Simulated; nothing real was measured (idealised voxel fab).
Presented below is a process module, voxel transistor to metal.
In the cross-section labelled cut, the width is 185 nm and each square cell is 5 nm.
Format of a cross-section: grid, square cells. Given as bands. Order: top down. Band: one or more rows of cells.
Each band's line starts with the height of the band's top and of its bottom, in nm. Then come its materials from left to right, each with its width in nm. One material with "edge to edge" fills the band from edge to edge. "blank" is empty space.
Beneath 0, the wafer as received is one material, and that level is where height counting begins. The lowest band goes on downward without a bottom; it is written like "top 0, no bottom".
Quick explanation for "30->40": the width changes in equal steps down the rows of cells, from the first number in the band's top row to the second number in its bottom row.
"same as before" -> step changed no cross-section cell.
Look at "Unvented internal voids" for the closed voids: empty spaces with no open path to the top, sized 8 cells or up. Each is width x height at distance, distance from the left edge, all nm.
after a step's settings: what the simulator itself notes on the step
Each step line may optionally specify "overlay nm", which for a step with a mask gives the rightward distance between the mask's planned place and where it lay, a negative value indicating the leftward direction.
PLANNED STEP LIST FOR THE PROCESS
1) RECEIVE | material Si
2) CONFORMAL_DEP | material SiO2 | thk nm 5
3) CONFORMAL_DEP | material SiN | thk nm 10
4) MASKED_ETCH | tone cover | mask id ACTIVE | width nm 105 | etch materials SiN | depth nm 10 | overlay nm 0
5) MASKED_ETCH | tone cover | mask id ACTIVE | width nm 105 | etch materials SiO2 | depth nm 5 | overlay nm 0
6) MASKED_ETCH | tone cover | mask id ACTIVE | width nm 105 | etch materials Si | depth nm 20 | overlay nm 0
7) OXIDIZE | depth nm 5
8) FILL_DEP | material SiO2 | thk nm 5
9) CMP | height nm 15
10) SELECTIVE_ETCH | etch materials SiO2 | depth nm 10
11) STRIP | etch materials SiN
12) SELECTIVE_ETCH | etch materials SiO2 | depth nm 5
13) OXIDIZE | depth nm 5
14) DIRECTIONAL_DEP | material polySi | thk nm 25
15) DIRECTIONAL_DEP | material SiCN | thk nm 15
16) DIRECTIONAL_DEP | material aC | thk nm 10
17) PATTERN | tone cover | mask id GATE | material resist | width nm 15 | thk nm 30 | overlay nm 0
18) DIRECTIONAL_ETCH | etch materials aC | depth nm 10
19) STRIP | etch materials resist
20) DIRECTIONAL_ETCH | etch materials SiCN | depth nm 25
21) DIRECTIONAL_ETCH | etch materials polySi | depth nm 35
22) STRIP | etch materials aC
23) CONFORMAL_DEP | material SiO2 | thk nm 5
24) DIRECTIONAL_ETCH | etch materials SiO2 | depth nm 5
25) CONFORMAL_DEP | material SiN | thk nm 5
26) DIRECTIONAL_ETCH | etch materials SiN | depth nm 5
27) DIRECTIONAL_ETCH | etch materials SiO2 | depth nm 5
28) DIRECTIONAL_ETCH | etch materials Si | depth nm 5
29) EPI | material pSi | thk nm 10
30) FILL_DEP | material SiO2 | thk nm 10
31) CMP | height nm 40
32) DIRECTIONAL_DEP | material SiO2 | thk nm 10
33) PATTERN | tone open | mask id CONTACT | material resist | width nm 20 | pitch nm 75 | thk nm 15 | overlay nm 0
34) DIRECTIONAL_ETCH | etch materials SiO2 | depth nm 50
35) STRIP | etch materials resist
36) CONFORMAL_DEP | material TiN | thk nm 5
37) FILL_DEP | material W | thk nm 10
38) CMP | height nm 50
39) DIRECTIONAL_DEP | material TiN | thk nm 5
40) DIRECTIONAL_DEP | material Ru | thk nm 25
41) DIRECTIONAL_DEP | material aC | thk nm 10
42) PATTERN | tone cover | mask id METAL_1 | material resist | width nm 20 | pitch nm 75 | thk nm 30 | overlay nm 0
43) DIRECTIONAL_ETCH | etch materials aC | depth nm 10
44) STRIP | etch materials resist
45) DIRECTIONAL_ETCH | etch materials Ru | depth nm 25
46) DIRECTIONAL_ETCH | etch materials TiN | depth nm 5
47) STRIP | etch materials aC
48) CONFORMAL_DEP | material SiN | thk nm 5
49) FILL_DEP | material lowk | thk nm 5
50) CMP | height nm 80
51) CONFORMAL_DEP | material SiCN | thk nm 5
CROSS-SECTION OF THE WAFER UPON ARRIVAL, REPRESENTING THE STATE REACHED AFTER STEP 1
- top 0, no bottom: Si edge to edge
- Unvented internal voids: none
RUN AS PLANNED - FIRST OF THE TWO WAFERS CROSS-SECTIONED AT THE END OF THE MODULE
- top 85, bottom 80: SiCN edge to edge
- top 80, bottom 55: lowk=40, then SiN=5, then Ru=20, then SiN=5, then lowk=45, then SiN=5, then Ru=20, then SiN=5, then lowk=40
- top 55, bottom 50: SiN=45, then TiN=20, then SiN=55, then TiN=20, then SiN=45
- top 50, bottom 40: SiO2=45, then TiN=5, then W=10, then TiN=5, then SiO2=55, then TiN=5, then W=10, then TiN=5, then SiO2=45
- top 40, bottom 25: SiO2=45, then TiN=5, then W=10, then TiN=5, then SiO2=10, then SiN=5, then SiO2=5, then SiCN=15, then SiO2=5, then SiN=5, then SiO2=10, then TiN=5, then W=10, then TiN=5, then SiO2=45
- top 25, bottom 5: SiO2=45, then TiN=5, then W=10, then TiN=5, then SiO2=10, then SiN=5, then SiO2=5, then polySi=15, then SiO2=5, then SiN=5, then SiO2=10, then TiN=5, then W=10, then TiN=5, then SiO2=45
- top 5, bottom 0: SiO2=45, then TiN=20, then pSi=10, then SiN=5, then SiO2=5, then polySi=15, then SiO2=5, then SiN=5, then pSi=10, then TiN=20, then SiO2=45
- top 0, bottom -5: SiO2=40, then pSi=35, then SiO2=35, then pSi=35, then SiO2=40
- top -5, bottom -10: SiO2=45, then pSi=30, then Si=35, then pSi=30, then SiO2=45
- top -10, bottom -25: SiO2=45, then Si=95, then SiO2=45
- top -25, no bottom: Si edge to edge
- Unvented internal voids: none
CROSS-SECTION AT END OF MODULE FOR THE SECOND WAFER OF TWO, WHICH MATCHED THE FIRST IN STARTING POINT AND PLAN AND DIFFERED BY ONE MISTAKE IN ITS PROCESSING
- top 85, bottom 80: SiCN edge to edge
- top 80, bottom 55: lowk=40, then SiN=5, then Ru=20, then SiN=5, then lowk=45, then SiN=5, then Ru=20, then SiN=5, then lowk=40
- top 55, bottom 50: SiN=45, then TiN=20, then SiN=55, then TiN=20, then SiN=45
- top 50, bottom 40: SiO2=45, then TiN=5, then W=10, then TiN=5, then SiO2=55, then TiN=5, then W=10, then TiN=5, then SiO2=45
- top 40, bottom 25: SiO2=45, then TiN=5, then W=10, then TiN=5, then SiO2=15, then SiN=5, then SiO2=5, then SiCN=15, then SiO2=5, then SiN=5, then SiO2=5, then TiN=5, then W=10, then TiN=5, then SiO2=45
- top 25, bottom 10: SiO2=45, then TiN=5, then W=10, then TiN=5, then SiO2=15, then SiN=5, then SiO2=5, then polySi=15, then SiO2=5, then SiN=5, then SiO2=5, then TiN=5, then W=10, then TiN=5, then SiO2=45
- top 10, bottom 5: SiO2=45, then TiN=5, then W=10, then TiN=5, then SiO2=15, then SiN=5, then SiO2=5, then polySi=15, then SiO2=5, then SiN=5, then SiO2=5, then TiN=10, then W=5, then TiN=5, then SiO2=45
- top 5, bottom 0: SiO2=45, then TiN=20, then SiO2=5, then pSi=10, then SiN=5, then SiO2=5, then polySi=15, then SiO2=5, then SiN=5, then pSi=10, then TiN=15, then SiO2=45
- top 0, bottom -5: SiO2=40, then pSi=40, then SiO2=35, then pSi=30, then SiO2=40
- top -5, bottom -10: SiO2=45, then pSi=35, then Si=35, then pSi=25, then SiO2=45
- top -10, bottom -25: SiO2=45, then Si=95, then SiO2=45
- top -25, no bottom: Si edge to edge
- Unvented internal voids: none
What broke from the plan during processing? it should be noted that step 17 was executed with settings other than those planned, the operation and settings actually applied being PATTERN | tone cover | mask id GATE | material resist | width nm 15 | thk nm 30 | overlay nm 5
Wrapping up, a cell-based count of both wafers puts the second over or under the first for these materials: SiO2 +1, W -1
